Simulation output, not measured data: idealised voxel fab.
Module name: voxel double patterning (process module)
The figure presents cross-section cut, which has a width of 175 nm and is divided into square cells with an edge length of 5 nm.
The cross-sections in this document take the form of a grid made of square cells. They are written out as bands, in order from top to bottom. Each band consists of one or more rows of cells. For a band, the entry starts with two heights in nm, that of the top and then that of the bottom, and carries on with the band's materials in order from left to right, each alongside its width in nm; the word "all across" beside a single material means it fills the band edge to edge, and "empty" means empty space. The reference from which all heights are counted is 0, the level beneath which the as-received wafer is entirely one material; the lowest band, having no lower bound, proceeds downward and is written after the example "0..down". Think of "30 to 40" as a width that walks from the first number to the second as you go down the band, top row to bottom row, taking equal-sized steps from row to row. It should be understood that the words "nothing got changed", when stated for a given step, signify that the cross-section underwent no change in any of its cells during that step. "Enclosed void entries" means: voids of 8 cells or more that are shut off from the top with no open way through. Written width x height at distance, distance from the left edge, in nm. Step line, after settings: the simulator's comment on this step. "overlay nm", when on a step's line for a step with a mask, measures how far to the right of its planned place the mask lay; a negative measure means to the left.

List of planned process steps:
1) RECEIVE (material Si)
2) CONFORMAL_DEP (material SiN; thk nm 10)
3) DIRECTIONAL_DEP (material SiO2; thk nm 15)
4) DIRECTIONAL_DEP (material SiCN; thk nm 10)
5) DIRECTIONAL_DEP (material aC; thk nm 10)
6) PATTERN (tone open; mask id FIRST; material resist; width nm 15; pitch nm 50; thk nm 30; overlay nm 0)
7) DIRECTIONAL_ETCH (etch materials aC; depth nm 10)
8) STRIP (etch materials resist)
9) DIRECTIONAL_ETCH (etch materials SiCN; depth nm 10)
10) STRIP (etch materials aC)
11) MASKED_ETCH (tone open; mask id SECOND; width nm 15; pitch nm 50; etch materials SiCN; depth nm 10; overlay nm 0)
12) DIRECTIONAL_ETCH (etch materials SiO2; depth nm 15)
13) STRIP (etch materials SiCN)

As-received state of the wafer in cross-section, equivalent to post-step 1:
> 0..down  Si all across
> Enclosed void entries: none

What the wafer looks like in cross-section after this module, when it starts as shown above and follows the plan above but one mistake is made in running it:
> 30..15  SiO2 30, then empty 15, then SiO2 10, then empty 15, then SiO2 10, then empty 15, then SiO2 10, then empty 15, then SiO2 10, then empty 15, then SiO2 30
> 15..10  SiO2 all across
> 10..0  SiN all across
> 0..down  Si all across
> Enclosed void entries: none
Error vs. plan: it should be noted that step 3 was executed with settings other than those planned, the operation and settings actually applied being DIRECTIONAL_DEP (material SiO2; thk nm 20)
